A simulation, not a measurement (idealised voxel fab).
You're looking at the process module voxel transistor to metal.
Xsec cut, 150 nm wide, square cell size 5 nm.
A cross-section in this document is a grid of square cells, and it is written down as bands, the top band listed before the ones below it; a band is made up of one or more rows of cells.
Look at the band entry: it leads with the top's height and the bottom's height in nm. Then it lists the materials left to right, with a width in nm for each. The word "full width" on a single material says that material fills the band edge to edge. The word "blank" is empty space.
Heights are expressed relative to 0, this being the level below which the as-received wafer comprises one material exclusively. The lowest band is unbounded in the downward direction and is denoted as in "top 0, no bottom".
Top row gets the first number, bottom row gets the second, and each row in between changes by the same step: that is how a band width like "30 to 40" works.
What does "no change" mean for a step? It means no cell of the cross-section changed in that step.
Entry "Sealed cavities" = empty spaces >= 8 cells with no open way to the top; each as width x height at distance, distance from left edge, all nm.
The remark found on a step's line after its settings is issued by the simulator itself and pertains to that step.
The optional step-line setting "overlay nm" applies to steps with a mask and quantifies how far to the right of its planned location the mask lay, a negative value indicating leftward placement.

### Process steps - plan
1) RECEIVE | material Si
2) OXIDIZE | depth nm 5
3) CONFORMAL_DEP | material SiN | thk nm 15
4) MASKED_ETCH | tone cover | mask id ACTIVE | width nm 105 | etch materials SiN | depth nm 15 | overlay nm 0
5) MASKED_ETCH | tone cover | mask id ACTIVE | width nm 105 | etch materials SiO2 | depth nm 5 | overlay nm 0
6) MASKED_ETCH | tone cover | mask id ACTIVE | width nm 105 | etch materials Si | depth nm 35 | overlay nm 0
7) OXIDIZE | depth nm 5
8) FILL_DEP | material SiO2 | thk nm 5
9) CMP | height nm 15
10) SELECTIVE_ETCH | etch materials SiO2 | depth nm 10
11) STRIP | etch materials SiN
12) SELECTIVE_ETCH | etch materials SiO2 | depth nm 5
13) OXIDIZE | depth nm 5
14) DIRECTIONAL_DEP | material polySi | thk nm 20
15) DIRECTIONAL_DEP | material SiCN | thk nm 10
16) MASKED_ETCH | tone cover | mask id GATE | width nm 25 | etch materials SiCN | depth nm 20 | overlay nm 0
17) MASKED_ETCH | tone cover | mask id GATE | width nm 25 | etch materials polySi | depth nm 30 | overlay nm 0
18) CONFORMAL_DEP | material SiN | thk nm 10
19) DIRECTIONAL_ETCH | etch materials SiN | depth nm 10
20) DIRECTIONAL_ETCH | etch materials SiO2 | depth nm 5
21) DIRECTIONAL_ETCH | etch materials Si | depth nm 15
22) EPI | material nSi | thk nm 15
23) FILL_DEP | material SiO2 | thk nm 10
24) CMP | height nm 25
25) DIRECTIONAL_DEP | material SiO2 | thk nm 15
26) PATTERN | tone open | mask id CONTACT | material resist | width nm 15 | pitch nm 80 | thk nm 15 | overlay nm 0
27) DIRECTIONAL_ETCH | etch materials SiO2 | depth nm 50
28) STRIP | etch materials resist
29) CONFORMAL_DEP | material TiN | thk nm 5
30) FILL_DEP | material W | thk nm 10
31) CMP | height nm 40
32) CONFORMAL_DEP | material SiN | thk nm 5
33) DIRECTIONAL_DEP | material lowk | thk nm 25
34) DIRECTIONAL_DEP | material aC | thk nm 10
35) PATTERN | tone open | mask id METAL_1 | material resist | width nm 15 | pitch nm 80 | thk nm 25 | overlay nm 0
36) DIRECTIONAL_ETCH | etch materials aC | depth nm 10
37) STRIP | etch materials resist
38) DIRECTIONAL_ETCH | etch materials lowk | depth nm 25
39) DIRECTIONAL_ETCH | etch materials SiN | depth nm 5
40) STRIP | etch materials aC
41) CONFORMAL_DEP | material TiN | thk nm 5
42) FILL_DEP | material Cu | thk nm 5
43) CMP | height nm 70
44) CONFORMAL_DEP | material SiN | thk nm 5
Where the wafers of this document differ is in the width nm of step 26; they start out the same, and the plan states the value that applied to the first wafer.

### The first of several wafers as received, shown in cross-section; this is its state after step 1
	top 0, no bottom: Si full width
	Sealed cavities: none

### The following table contains a row per wafer, in which are reported, at the conclusion of the module, the cells of each material gained (+) or lost (-) since the wafer's receipt, with its closed voids given thereafter
width nm 15 | +10 Cu | -167 Si | +10 SiCN | +82 SiN | +247 SiO2 | +68 TiN | +12 W | +120 lowk | +48 nSi | +20 polySi | Sealed cavities: none
width nm 20 | +10 Cu | -167 Si | +10 SiCN | +82 SiN | +232 SiO2 | +70 TiN | +25 W | +120 lowk | +48 nSi | +20 polySi | Sealed cavities: none
width nm 25 | +10 Cu | -167 Si | +10 SiCN | +82 SiN | +217 SiO2 | +72 TiN | +38 W | +120 lowk | +48 nSi | +20 polySi | Sealed cavities: none
width nm 30 | +10 Cu | -167 Si | +10 SiCN | +82 SiN | +202 SiO2 | +74 TiN | +51 W | +120 lowk | +48 nSi | +20 polySi | Sealed cavities: none
